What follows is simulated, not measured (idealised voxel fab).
The following process module bears the name voxel wiring stack.
Section shown: cut. Width: 230 nm. Cell size: 5 nm, square.
In what follows, cross-sections appear as grids of square cells, described through bands that run from the top down, where every band is one or more rows of cells.
Heights first: top, then bottom, in nm. Then materials, left to right, each with a width in nm. "everywhere" on a single material: fills the band edge to edge. "air": empty space.
Basically, 0 is our baseline, since under it the wafer straight out of the box is all one material. The bottom band has no lower end and keeps on going down, so it looks like "0 and below".
It should be noted that a width expressed as "30->40" varies in equal increments from row to row of cells within the band, taking the value of the first number at the top row and that of the second number at the bottom row.
"no alteration" (step): cross-section cells unchanged, all of them.
For the entry "Non-vented voids", the listed items are empty spaces with no open way to the top whose size is 8 cells or more; each item follows the pattern width x height at distance, where distance is from the left edge and all three are in nm.
It should be noted that, on the line of a given step, the content following the step's settings is a remark produced by the simulator itself with respect to that step.
When a step includes a mask, the "overlay nm" setting on its line states how far to the right of its planned place that mask lay, and negative values state how far to the left.
These are the steps we planned for the process
| 1 | RECEIVE with material Si |
| 2 | CONFORMAL_DEP with material SiO2, thk nm 15 |
| 3 | CONFORMAL_DEP with material SiN, thk nm 5 |
| 4 | DIRECTIONAL_DEP with material SiO2, thk nm 20 |
| 5 | DIRECTIONAL_DEP with material aC, thk nm 10 |
| 6 | PATTERN with tone open, mask id METAL_1, material resist, width nm 20, pitch nm 50, thk nm 25, overlay nm 0 |
| 7 | DIRECTIONAL_ETCH with etch materials aC, depth nm 10 |
| 8 | STRIP with etch materials resist |
| 9 | DIRECTIONAL_ETCH with etch materials SiO2, depth nm 20 |
| 10 | DIRECTIONAL_ETCH with etch materials SiN, depth nm 5 |
| 11 | STRIP with etch materials aC |
| 12 | CONFORMAL_DEP with material TiN, thk nm 5 |
| 13 | FILL_DEP with material W, thk nm 10 |
| 14 | CMP with height nm 40 |
| 15 | EPI with material Ru, thk nm 5 |
| 16 | FILL_DEP with material SiCN, thk nm 5 |
| 17 | DIRECTIONAL_DEP with material lowk, thk nm 30 |
| 18 | MASKED_ETCH with tone open, mask id METAL_2_HOLES, width nm 15, pitch nm 50, etch materials lowk, depth nm 30, overlay nm 0 |
| 19 | MASKED_ETCH with tone open, mask id METAL_2, width nm 20, pitch nm 50, etch materials lowk, depth nm 15, overlay nm 0 |
| 20 | MASKED_ETCH with tone open, mask id METAL_2, width nm 20, pitch nm 50, etch materials SiCN, depth nm 5, overlay nm 0 |
| 21 | CONFORMAL_DEP with material TiN, thk nm 5 |
| 22 | FILL_DEP with material Cu, thk nm 5 |
| 23 | CMP with height nm 80 |
| 24 | CONFORMAL_DEP with material SiCN, thk nm 5 |
| 25 | DIRECTIONAL_DEP with material lowk, thk nm 25 |
| 26 | PATTERN with tone open, mask id METAL_3, material resist, width nm 20, pitch nm 50, thk nm 20, overlay nm 0 |
| 27 | DIRECTIONAL_ETCH with etch materials lowk, depth nm 15 |
| 28 | STRIP with etch materials resist |
| 29 | PATTERN with tone open, mask id METAL_3_HOLES, material resist, width nm 15, pitch nm 50, thk nm 20, overlay nm 0 |
| 30 | DIRECTIONAL_ETCH with etch materials lowk, depth nm 10 |
| 31 | DIRECTIONAL_ETCH with etch materials SiCN, depth nm 5 |
| 32 | STRIP with etch materials resist |
| 33 | CONFORMAL_DEP with material TiN, thk nm 5 |
| 34 | FILL_DEP with material Ru, thk nm 10 |
| 35 | CMP with height nm 110 |
| 36 | CONFORMAL_DEP with material SiN, thk nm 5 |
as received, after step 1
- 0 and below: Si everywhere
- Non-vented voids: none
Result of the module, cross-sectioned: start per above, plan per above, one error in how it was run
- 115 down to 110: SiN everywhere
- 110 down to 100: Ru=90->75  TiN=5->20  lowk=5  TiN=5  Ru=35->20  TiN=5->20  lowk=5  TiN=5  Ru=75
- 100 down to 95: TiN=80  lowk=20  TiN=30  lowk=20  TiN=80
- 95 down to 85: lowk everywhere
- 85 down to 80: SiCN everywhere
- 80 down to 70: lowk=80  TiN=5  Cu=10  TiN=5  lowk=30  TiN=5  Cu=10  TiN=5  lowk=80
- 70 down to 65: lowk=80  TiN=5  Cu=5  TiN=10  lowk=30  TiN=5  Cu=5  TiN=10  lowk=80
- 65 down to 50: lowk=80  TiN=5  Cu=5  TiN=5  lowk=35  TiN=5  Cu=5  TiN=5  lowk=85
- 50 down to 45: SiCN=80  TiN=15  SiCN=35  TiN=15  SiCN=85
- 45 down to 40: SiCN=75  Ru=30  SiCN=20  Ru=30  SiCN=75
- 40 down to 20: SiO2=80  TiN=5  W=10  TiN=5  SiO2=30  TiN=5  W=10  TiN=5  SiO2=80
- 20 down to 15: SiN=80  TiN=20  SiN=30  TiN=20  SiN=80
- 15 down to 0: SiO2 everywhere
- 0 and below: Si everywhere
- Non-vented voids: none
what went wrong: step 26 ran differently from the plan; actual operation with settings: PATTERN with tone cover, mask id METAL_3, material resist, width nm 20, pitch nm 50, thk nm 20, overlay nm 0
